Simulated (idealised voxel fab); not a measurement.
Process module heading - voxel quadruple lines
The cross-section on display is named cut; it measures 230 nm wide, and its cells are 5 nm squares.
Think of the cross-section as a grid of square cells. We describe it in bands, top to bottom, and each band covers one or more rows of those cells.
The entry gives the band's vertical extent as a top height and a bottom height in nm, then its horizontal make-up as materials from left to right, each with a width in nm. "blank" stands for empty space; a single material marked "everywhere" fills the band edge to edge.
It should be noted that heights are counted from 0, beneath which the wafer as supplied is of one material throughout, and that the lowest band possesses no lower boundary but continues downward, as written in "0 and below".
Width spec "30->40" -> top row of cells at first value, bottom row at second value, equal per-row change in between.
Given "no alteration" for a step, no cell of the cross-section differs between before and after that step.
For the entry "Enclosed cavity list", the listed items are empty spaces with no open way to the top whose size is 8 cells or more; each item follows the pattern width x height at distance, where distance is from the left edge and all three are in nm.
The remark found on a step's line after its settings is issued by the simulator itself and pertains to that step.
"overlay nm" denotes, for a step that has a mask, the displacement of the mask to the right of its planned place, with negative values corresponding to the left.

Intended process steps:
- 1: RECEIVE: material Si
- 2: CONFORMAL_DEP: material Al2O3, thk nm 5
- 3: DIRECTIONAL_DEP: material W, thk nm 10
- 4: DIRECTIONAL_DEP: material polySi, thk nm 15
- 5: DIRECTIONAL_DEP: material aC, thk nm 25
- 6: PATTERN: tone cover, mask id MANDREL, material resist, width nm 25, pitch nm 80, thk nm 35, overlay nm 0
- 7: DIRECTIONAL_ETCH: etch materials aC, depth nm 25
- 8: STRIP: etch materials resist
- 9: CONFORMAL_DEP: material SiO2, thk nm 15
- 10: DIRECTIONAL_ETCH: etch materials SiO2, depth nm 15
- 11: STRIP: etch materials aC
- 12: DIRECTIONAL_ETCH: etch materials polySi, depth nm 15
- 13: STRIP: etch materials SiO2
- 14: CONFORMAL_DEP: material SiN, thk nm 5
- 15: DIRECTIONAL_ETCH: etch materials SiN, depth nm 5
- 16: STRIP: etch materials polySi
- 17: DIRECTIONAL_ETCH: etch materials W, depth nm 10
- 18: STRIP: etch materials SiN
- 19: FILL_DEP: material lowk, thk nm 5
- 20: CMP: height nm 15

Incoming wafer, cross-sectional view, post step 1:
- 0 and below | Si everywhere
- Enclosed cavity list: none

Module complete, cross-section. Starting point and plan per above. One mistake made in running the module:
- 15 down to 5 | lowk=55, W=5, lowk=25, W=5, lowk=45, W=5, lowk=25, W=5, lowk=60
- 5 down to 0 | Al2O3 everywhere
- 0 and below | Si everywhere
- Enclosed cavity list: none
Run error: step 6 ran as: PATTERN: tone open, mask id MANDREL, material resist, width nm 25, pitch nm 80, thk nm 35, overlay nm 0
